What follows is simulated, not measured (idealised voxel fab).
process module | voxel transistor to metal
cross-section cut | 210 nm wide | cells 5 nm
A cross-section is a grid of square cells, given in bands from the top down. A band is one or more rows of cells.
Each band's line starts with the height of the band's top and of its bottom, in nm. Then come its materials from left to right, each with its width in nm. One material with "throughout" fills the band from edge to edge. "air" is empty space.
Height 0 is the level under which the wafer as received is all one material. The lowest band goes on downwards, as in "0 down".
A width such as "30 to 40" changes by the same amount from each row of cells to the next, from the band's top row to its bottom row.
"no change" after a step means that no cell of the cross-section changed.
closed voids: empty space of 8 cells or more with no open way to the top, each as width x height at its distance from the left edge, in nm
after a step's settings: what the simulator itself notes on the step
overlay nm, on a step with a mask: how far to the right of its planned place the mask lay; to the left if negative
plan
1 op RECEIVE | material Si
2 op OXIDIZE | depth nm 5
3 op CONFORMAL_DEP | material SiN | thk nm 10
4 op PATTERN | tone cover | mask id ACTIVE | material resist | width nm 95 | thk nm 15 | overlay nm 0
5 op DIRECTIONAL_ETCH | etch materials SiN | depth nm 10
6 op DIRECTIONAL_ETCH | etch materials SiO2 | depth nm 5
7 op DIRECTIONAL_ETCH | etch materials Si | depth nm 35
8 op STRIP | etch materials resist
9 op OXIDIZE | depth nm 5
10 op FILL_DEP | material SiO2 | thk nm 5
11 op CMP | height nm 10
12 op SELECTIVE_ETCH | etch materials SiO2 | depth nm 10
13 op STRIP | etch materials SiN
14 op SELECTIVE_ETCH | etch materials SiO2 | depth nm 5
15 op OXIDIZE | depth nm 5
16 op DIRECTIONAL_DEP | material polySi | thk nm 25
17 op DIRECTIONAL_DEP | material SiCN | thk nm 5
18 op MASKED_ETCH | tone cover | mask id GATE | width nm 15 | etch materials SiCN | depth nm 20 | overlay nm 0
19 op MASKED_ETCH | tone cover | mask id GATE | width nm 15 | etch materials polySi | depth nm 35 | overlay nm 0
20 op CONFORMAL_DEP | material SiN | thk nm 10
21 op DIRECTIONAL_ETCH | etch materials SiN | depth nm 10
22 op DIRECTIONAL_ETCH | etch materials SiO2 | depth nm 5
23 op DIRECTIONAL_ETCH | etch materials Si | depth nm 10
24 op EPI | material nSi | thk nm 15
25 op FILL_DEP | material SiO2 | thk nm 5
26 op CMP | height nm 30
27 op DIRECTIONAL_DEP | material SiO2 | thk nm 15
28 op MASKED_ETCH | tone open | mask id CONTACT | width nm 15 | pitch nm 60 | etch materials SiO2 | depth nm 50 | overlay nm 0
29 op CONFORMAL_DEP | material TiN | thk nm 5
30 op FILL_DEP | material W | thk nm 10
31 op CMP | height nm 45
32 op DIRECTIONAL_DEP | material TiN | thk nm 5
33 op DIRECTIONAL_DEP | material W | thk nm 25
34 op PATTERN | tone cover | mask id METAL_1 | material resist | width nm 15 | pitch nm 60 | thk nm 15 | overlay nm 0
35 op DIRECTIONAL_ETCH | etch materials W | depth nm 25
36 op DIRECTIONAL_ETCH | etch materials TiN | depth nm 5
37 op STRIP | etch materials resist
38 op FILL_DEP | material lowk | thk nm 10
39 op CMP | height nm 75
40 op CONFORMAL_DEP | material SiN | thk nm 5
varied across the wafers: thk nm of step 17. The plan shows the first wafer's value. All wafers start alike
first wafer as received, after step 1
  0 down: Si throughout
  closed voids: none
first wafer at the end, after step 40
  80 to 75: SiN throughout
  75 to 50: lowk 65 | W 15 | lowk 45 | W 15 | lowk 70
  50 to 45: lowk 65 | TiN 15 | lowk 45 | TiN 15 | lowk 70
  45 to 25: SiO2 65 | TiN 5 | W 5 | TiN 5 | SiO2 45 | TiN 5 | W 5 | TiN 5 | SiO2 70
  25 to 20: SiO2 65 | TiN 5 | W 5 | TiN 5 | SiO2 5 | SiN 10 | SiCN 15 | SiN 10 | SiO2 5 | TiN 5 | W 5 | TiN 5 | SiO2 70
  20 to 10: SiO2 65 | TiN 5 | W 5 | TiN 5 | SiO2 5 | SiN 10 | polySi 15 | SiN 10 | SiO2 5 | TiN 5 | W 5 | TiN 5 | SiO2 70
  10 to 5: SiO2 65 | TiN 15 | SiO2 5 | SiN 10 | polySi 15 | SiN 10 | SiO2 5 | TiN 15 | SiO2 70
  5 to -5: SiO2 65 | TiN 5 | nSi 15 | SiN 10 | polySi 15 | SiN 10 | nSi 15 | TiN 5 | SiO2 70
  -5 to -10: SiO2 55 | nSi 30 | SiO2 35 | nSi 30 | SiO2 60
  -10 to -20: SiO2 60 | nSi 25 | Si 35 | nSi 25 | SiO2 65
  -20 to -45: SiO2 60 | Si 85 | SiO2 65
  -45 down: Si throughout
  closed voids: none
last wafer at the end
  80 to 75: SiN throughout
  75 to 50: lowk 65 | W 15 | lowk 45 | W 15 | lowk 70
  50 to 45: lowk 65 | TiN 15 | lowk 45 | TiN 15 | lowk 70
  45 to 30: SiO2 65 | TiN 5 | W 5 | TiN 5 | SiO2 45 | TiN 5 | W 5 | TiN 5 | SiO2 70
  30 to 25: SiO2 65 | TiN 15 | SiO2 5 | SiN 10 | SiCN 15 | SiN 10 | SiO2 5 | TiN 15 | SiO2 70
  25 to 20: SiCN throughout
  20 to -5: polySi throughout
  -5 to -10: SiO2 throughout
  -10 to -45: SiO2 60 | Si 85 | SiO2 65
  -45 down: Si throughout
  closed voids: none
each wafer at the end: cells of each material gained (+) or lost (-) since it was received, then its closed voids
thk nm 5 | -279 Si | +3 SiCN | +66 SiN | +519 SiO2 | +44 TiN | +44 W | +216 lowk | +44 nSi | +15 polySi | closed voids: none
thk nm 10 | -279 Si | +6 SiCN | +70 SiN | +512 SiO2 | +44 TiN | +44 W | +216 lowk | +44 nSi | +15 polySi | closed voids: none
thk nm 15 | -279 Si | +6 SiCN | +70 SiN | +512 SiO2 | +44 TiN | +44 W | +216 lowk | +44 nSi | +15 polySi | closed voids: none
thk nm 20 | -279 Si | +6 SiCN | +70 SiN | +512 SiO2 | +44 TiN | +44 W | +216 lowk | +44 nSi | +15 polySi | closed voids: none
thk nm 25 | -259 Si | +45 SiCN | +46 SiN | +354 SiO2 | +24 TiN | +36 W | +216 lowk | +210 polySi | closed voids: none
